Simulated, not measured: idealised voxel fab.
process module | voxel released beams
Square cells of 5 nm make up the cross-section cut, whose width is 190 nm.
In what follows, cross-sections appear as grids of square cells, described through bands that run from the top down, where every band is one or more rows of cells. It is stipulated that each band's entry specify, in nanometres, the height of the top of the band and then that of its bottom, followed by the materials of the band in left-to-right sequence, each together with its width in nanometres. A single material marked by the word "edge to edge" is understood to fill the band from edge to edge; the word "air" is understood to denote empty space. Where do heights start? At 0: under that level the wafer as delivered is made of one material only. And the lowest band has no floor; it just carries on downward, as in "0 -> down". You'd read "30->40" like this: the band's top row of cells is as wide as the first number, its bottom row is as wide as the second, and going down, every row changes width by the same amount as the row before did. "identical to before", as given for a step, is the statement that not any cell of the cross-section underwent a change during that step. The list in "Closed-off voids" covers empty spaces of 8 cells or more that cannot reach the top through any open way, and it gives each as width x height at distance; the distance is from the left edge, and width, height and distance are in nm. On each step's line, the part that comes after the settings is the simulator's own comment on the step. On any step carrying a mask, the "overlay nm" setting, if present on the step's line, tells how far right of its planned place the mask lay; negative values point to the left.
So here's the lineup of process steps we planned:
step 1: op RECEIVE | material Si
step 2: op CONFORMAL_DEP | material SiN | thk nm 5
step 3: op DIRECTIONAL_DEP | material SiO2 | thk nm 20
step 4: op PATTERN | tone open | mask id ANCHOR | material resist | width nm 35 | thk nm 15 | overlay nm 0
step 5: op DIRECTIONAL_ETCH | etch materials SiO2 | depth nm 20
step 6: op STRIP | etch materials resist
step 7: op CONFORMAL_DEP | material W | thk nm 10
step 8: op PATTERN | tone cover | mask id BEAM | material resist | width nm 120 | thk nm 15 | overlay nm 0
step 9: op DIRECTIONAL_ETCH | etch materials W | depth nm 10
step 10: op STRIP | etch materials resist
step 11: op STRIP | etch materials SiO2
Across this set of wafers, the varied parameter is the thk nm of step 2. Starting conditions are identical for every wafer, and the plan reports the value assigned to the first wafer.
This is how the first of several wafers looked in cross-section when it arrived, which is after step 1:
0 -> down = Si edge to edge
Closed-off voids: none
End of the module, past its last step, step 11: how the first of several wafers looks in cross-section:
35 -> 25 = air (30) / W (15) / air (15) / W (90) / air (40)
25 -> 15 = air (35) / W (10) / air (15) / W (10) / air (120)
15 -> 5 = air (35) / W (35) / air (120)
5 -> 0 = SiN edge to edge
0 -> down = Si edge to edge
Closed-off voids: none
End of module: cross-section, last of several wafers:
50 -> 40 = air (30) / W (15) / air (15) / W (90) / air (40)
40 -> 30 = air (35) / W (10) / air (15) / W (10) / air (120)
30 -> 20 = air (35) / W (35) / air (120)
20 -> 0 = SiN edge to edge
0 -> down = Si edge to edge
Closed-off voids: none
Row per wafer, end-of-module: cell gain (+)/loss (-) by material since the wafer came in, then closed voids:
thk nm 5, +38 SiN, +64 W, Closed-off voids: none
thk nm 10, +76 SiN, +64 W, Closed-off voids: none
thk nm 15, +114 SiN, +64 W, Closed-off voids: none
thk nm 20, +152 SiN, +64 W, Closed-off voids: none
